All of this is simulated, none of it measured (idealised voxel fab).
The process module presented herein is designated voxel plated lines.
Square cell edge 5 nm, section width 185 nm, ID cut.
Cross-section, as written here: a square-cell grid given band by band from the top down, where a band holds one or more rows of cells. Each band's line starts with the height of the band's top and of its bottom, in nm. Then come its materials from left to right, each with its width in nm. One material with "full width" fills the band from edge to edge. "air" is empty space. We count height from 0. Below that, the starting wafer is all one material. The lowest band never ends at the bottom but goes on down; see "0 and below" for how that is written. Per-row width for "30->40": begins at first number (top row of band), ends at second number (bottom row), increment between rows held constant. When a step is marked "remains unaltered", none of the cells in the cross-section changed during that step. Enclosed void entries: empty space of 8 cells or more with no open way to the top, each as width x height at its distance from the left edge, in nm. On each step's line, the part that comes after the settings is the simulator's own comment on the step. "overlay nm" on a masked step: distance the mask lay right of its planned place, negative for left.
### The process steps that were planned are listed below
1 op RECEIVE | material Si
2 op CONFORMAL_DEP | material Al2O3 | thk nm 15
3 op DIRECTIONAL_DEP | material TiN | thk nm 5
4 op PATTERN | tone open | mask id LINES | material resist | width nm 20 | pitch nm 35 | thk nm 15 | overlay nm 0
5 op EPI | material Ru | thk nm 5
6 op STRIP | etch materials resist
7 op DIRECTIONAL_ETCH | etch materials TiN | depth nm 5
8 op CONFORMAL_DEP | material SiO2 | thk nm 5
### Here's what the wafer looked like in cross-section when it arrived - that's after step 1
> 0 and below  Si full width
> Enclosed void entries: none
### The first of two wafers, cross-sectioned at the end of the module, with the run proceeding as planned
> 30 down to 25  air=40  SiO2=30  air=5  SiO2=30  air=5  SiO2=30  air=45
> 25 down to 20  air=40  SiO2=5  Ru=20  SiO2=5  air=5  SiO2=5  Ru=20  SiO2=5  air=5  SiO2=5  Ru=20  SiO2=5  air=45
> 20 down to 15  SiO2=45  TiN=20  SiO2=15  TiN=20  SiO2=15  TiN=20  SiO2=50
> 15 down to 0  Al2O3 full width
> 0 and below  Si full width
> Enclosed void entries: none
### Wafer two, end of module, cross-section. Same start, same plan as wafer one. One mistake in the run
> 30 down to 25  SiO2=50  air=10  SiO2=25  air=10  SiO2=25  air=10  SiO2=55
> 25 down to 20  Ru=45  SiO2=5  air=10  SiO2=5  Ru=15  SiO2=5  air=10  SiO2=5  Ru=15  SiO2=5  air=10  SiO2=5  Ru=50
> 20 down to 15  TiN=45  SiO2=20  TiN=15  SiO2=20  TiN=15  SiO2=20  TiN=50
> 15 down to 0  Al2O3 full width
> 0 and below  Si full width
> Enclosed void entries: none
Processing error: it should be noted that step 4 was executed with settings other than those planned, the operation and settings actually applied being op PATTERN | tone cover | mask id LINES | material resist | width nm 20 | pitch nm 35 | thk nm 15 | overlay nm 0
at the end the second wafer has, in cells: Ru +13, TiN +13
